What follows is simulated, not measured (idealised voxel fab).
A process module follows: voxel transistor to metal.
cross-section cut | 165 nm wide | cells 5 nm
When this document writes out a cross-section, it uses a grid of square cells and lists it as bands, beginning at the top and moving down, with a band standing for one or more rows of cells.
Top height, bottom height, nm. Materials left to right, width each, nm. Single material + "full width" = fills band edge to edge. "empty" = empty.
Where do heights start? At 0: under that level the wafer as delivered is made of one material only. And the lowest band has no floor; it just carries on downward, as in "0 -> down".
A width given as "30->40" starts at the first number in the band's top row and ends at the second number in its bottom row, shifting by an equal amount at every step from row to row.
Any step labelled "changes: none" changed none of the cells in the cross-section.
Entry "Closed internal voids". Content: empty spaces with no open connection to the top, size 8 cells or greater. Each: width x height at distance. Distance: from left edge. Unit: nm.
Anything after a step's settings on that line? It's the simulator's own note about the step.
"overlay nm" on a masked step: distance the mask lay right of its planned place, negative for left.

This section lists the process steps that were planned:
1) RECEIVE,material Si
2) OXIDIZE,depth nm 5
3) CONFORMAL_DEP,material SiN,thk nm 10
4) MASKED_ETCH,tone cover,mask id ACTIVE,width nm 105,etch materials SiN,depth nm 10,overlay nm 0
5) MASKED_ETCH,tone cover,mask id ACTIVE,width nm 105,etch materials SiO2,depth nm 5,overlay nm 0
6) MASKED_ETCH,tone cover,mask id ACTIVE,width nm 105,etch materials Si,depth nm 35,overlay nm 0
7) FILL_DEP,material SiO2,thk nm 10
8) CMP,height nm 10
9) SELECTIVE_ETCH,etch materials SiO2,depth nm 5
10) STRIP,etch materials SiN
11) SELECTIVE_ETCH,etch materials SiO2,depth nm 5
12) OXIDIZE,depth nm 5
13) DIRECTIONAL_DEP,material polySi,thk nm 20
14) DIRECTIONAL_DEP,material SiCN,thk nm 10
15) PATTERN,tone cover,mask id GATE,material resist,width nm 25,thk nm 20,overlay nm 0
16) DIRECTIONAL_ETCH,etch materials SiCN,depth nm 20
17) DIRECTIONAL_ETCH,etch materials polySi,depth nm 30
18) STRIP,etch materials resist
19) CONFORMAL_DEP,material SiN,thk nm 10
20) DIRECTIONAL_ETCH,etch materials SiN,depth nm 10
21) DIRECTIONAL_ETCH,etch materials SiO2,depth nm 5
22) DIRECTIONAL_ETCH,etch materials Si,depth nm 5
23) EPI,material nSi,thk nm 10
24) FILL_DEP,material SiO2,thk nm 5
25) CMP,height nm 25
26) DIRECTIONAL_DEP,material SiO2,thk nm 15
27) MASKED_ETCH,tone open,mask id CONTACT,width nm 30,pitch nm 65,etch materials SiO2,depth nm 45,overlay nm 0
28) CONFORMAL_DEP,material TiN,thk nm 5
29) FILL_DEP,material Ru,thk nm 5
30) CMP,height nm 40
31) DIRECTIONAL_DEP,material TiN,thk nm 5
32) DIRECTIONAL_DEP,material W,thk nm 15
33) DIRECTIONAL_DEP,material aC,thk nm 15
34) PATTERN,tone cover,mask id METAL_1,material resist,width nm 20,pitch nm 75,thk nm 30,overlay nm 0
35) DIRECTIONAL_ETCH,etch materials aC,depth nm 15
36) STRIP,etch materials resist
37) DIRECTIONAL_ETCH,etch materials W,depth nm 15
38) DIRECTIONAL_ETCH,etch materials TiN,depth nm 5
39) STRIP,etch materials aC
40) FILL_DEP,material lowk,thk nm 5
41) CMP,height nm 60
42) CONFORMAL_DEP,material SiCN,thk nm 5
43) DIRECTIONAL_DEP,material SiO2,thk nm 30
44) MASKED_ETCH,tone open,mask id METAL_2,width nm 20,pitch nm 75,etch materials SiO2,depth nm 15,overlay nm 0
45) MASKED_ETCH,tone open,mask id METAL_2_HOLES,width nm 15,pitch nm 75,etch materials SiO2,depth nm 15,overlay nm 0
46) MASKED_ETCH,tone open,mask id METAL_2_HOLES,width nm 15,pitch nm 75,etch materials SiCN,depth nm 5,overlay nm 0
47) CONFORMAL_DEP,material TiN,thk nm 5
48) FILL_DEP,material Cu,thk nm 5
49) CMP,height nm 95
50) CONFORMAL_DEP,material SiN,thk nm 5

Wafer cross-section on receipt, i.e. after step 1:
- 0 -> down: Si full width
- Closed internal voids: none

Cross-section, end of module. Start: as above. Plan: as above. Execution: one mistake:
- 100 -> 95: SiN full width
- 95 -> 90: TiN: 40  Cu: 10  TiN: 65  Cu: 10  TiN: 40
- 90 -> 80: SiO2: 35  TiN: 5  Cu: 10  TiN: 5  SiO2: 55  TiN: 5  Cu: 10  TiN: 5  SiO2: 35
- 80 -> 75: SiO2: 35  TiN: 5  Cu: 5  TiN: 10  SiO2: 55  TiN: 5  Cu: 5  TiN: 10  SiO2: 35
- 75 -> 60: SiO2: 35  TiN: 5  Cu: 5  TiN: 5  SiO2: 60  TiN: 5  Cu: 5  TiN: 5  SiO2: 40
- 60 -> 55: SiCN: 35  TiN: 15  SiCN: 60  TiN: 15  SiCN: 40
- 55 -> 45: lowk: 35  W: 20  lowk: 55  W: 20  lowk: 35
- 45 -> 40: lowk: 35  TiN: 20  lowk: 55  TiN: 20  lowk: 35
- 40 -> 30: SiO2: 35  TiN: 5  Ru: 20  TiN: 5  SiO2: 35  TiN: 5  Ru: 20  TiN: 5  SiO2: 35
- 30 -> 25: SiO2: 35  TiN: 5  Ru: 15  TiN: 10  SiO2: 35  TiN: 10  Ru: 15  TiN: 5  SiO2: 35
- 25 -> 15: SiO2: 35  TiN: 5  Ru: 15  TiN: 5  SiN: 10  SiCN: 25  SiN: 10  TiN: 5  Ru: 15  TiN: 5  SiO2: 35
- 15 -> 5: SiO2: 35  TiN: 5  Ru: 15  TiN: 5  SiN: 10  polySi: 25  SiN: 10  TiN: 5  Ru: 15  TiN: 5  SiO2: 35
- 5 -> 0: SiO2: 35  TiN: 25  SiN: 10  polySi: 25  SiN: 10  TiN: 25  SiO2: 35
- 0 -> -5: SiO2: 25  SiN: 10  nSi: 10  TiN: 5  nSi: 10  SiN: 10  polySi: 25  SiN: 10  nSi: 10  TiN: 5  nSi: 10  SiN: 10  SiO2: 25
- -5 -> -10: SiO2: 35  nSi: 25  SiO2: 45  nSi: 25  SiO2: 35
- -10 -> -15: SiO2: 30  Si: 5  nSi: 25  Si: 45  nSi: 25  Si: 5  SiO2: 30
- -15 -> -40: SiO2: 30  Si: 105  SiO2: 30
- -40 -> down: Si full width
- Closed internal voids: none
Nonconformance to the process plan: note that step 41 departed from the planned setting and was carried out as CMP,height nm 55
